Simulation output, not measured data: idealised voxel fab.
process module | voxel local oxidation
cross-section cut | 300 nm wide | cells 5 nm
A cross-section is a grid of square cells, given in bands from the top down. A band is one or more rows of cells.
Each band's line starts with the height of the band's top and of its bottom, in nm. Then come its materials from left to right, each with its width in nm. One material with "throughout" fills the band from edge to edge. "air" is empty space.
Height 0 is the level under which the wafer as received is all one material. The lowest band goes on downwards, as in "0 down".
A width such as "30 to 40" changes by the same amount from each row of cells to the next, from the band's top row to its bottom row.
"no change" after a step means that no cell of the cross-section changed.
closed voids: empty space of 8 cells or more with no open way to the top, each as width x height at its distance from the left edge, in nm
after a step's settings: what the simulator itself notes on the step
overlay nm, on a step with a mask: how far to the right of its planned place the mask lay; to the left if negative
plan
1 op RECEIVE | material Si
2 op CONFORMAL_DEP | material SiO2 | thk nm 5
3 op CONFORMAL_DEP | material SiN | thk nm 15
4 op PATTERN | tone cover | mask id ACTIVE | material resist | width nm 105 | thk nm 20 | overlay nm 0
5 op DIRECTIONAL_ETCH | etch materials SiN | depth nm 5
6 op STRIP | etch materials resist
7 op SELECTIVE_ETCH | etch materials SiO2 | depth nm 5
8 op OXIDIZE | depth nm 10
9 op STRIP | etch materials SiN
varied across the wafers: depth nm of step 5. The plan shows the first wafer's value. All wafers start alike
first wafer as received, after step 1
  0 down: Si throughout
  closed voids: none
first wafer at the end, after step 9
  5 to 0: SiO2 throughout
  0 down: Si throughout
  closed voids: none
last wafer at the end
  5 to 0: air 100 | SiO2 95 | air 105
  0 to -10: SiO2 110 | Si 75 | SiO2 115
  -10 down: Si throughout
  closed voids: none
each wafer at the end: cells of each material gained (+) or lost (-) since it was received, then its closed voids
depth nm 5 | +60 SiO2 | closed voids: none
depth nm 10 | +60 SiO2 | closed voids: none
depth nm 15 | -90 Si | +109 SiO2 | closed voids: none
depth nm 20 | -90 Si | +109 SiO2 | closed voids: none
depth nm 25 | -90 Si | +109 SiO2 | closed voids: none
depth nm 30 | -90 Si | +109 SiO2 | closed voids: none
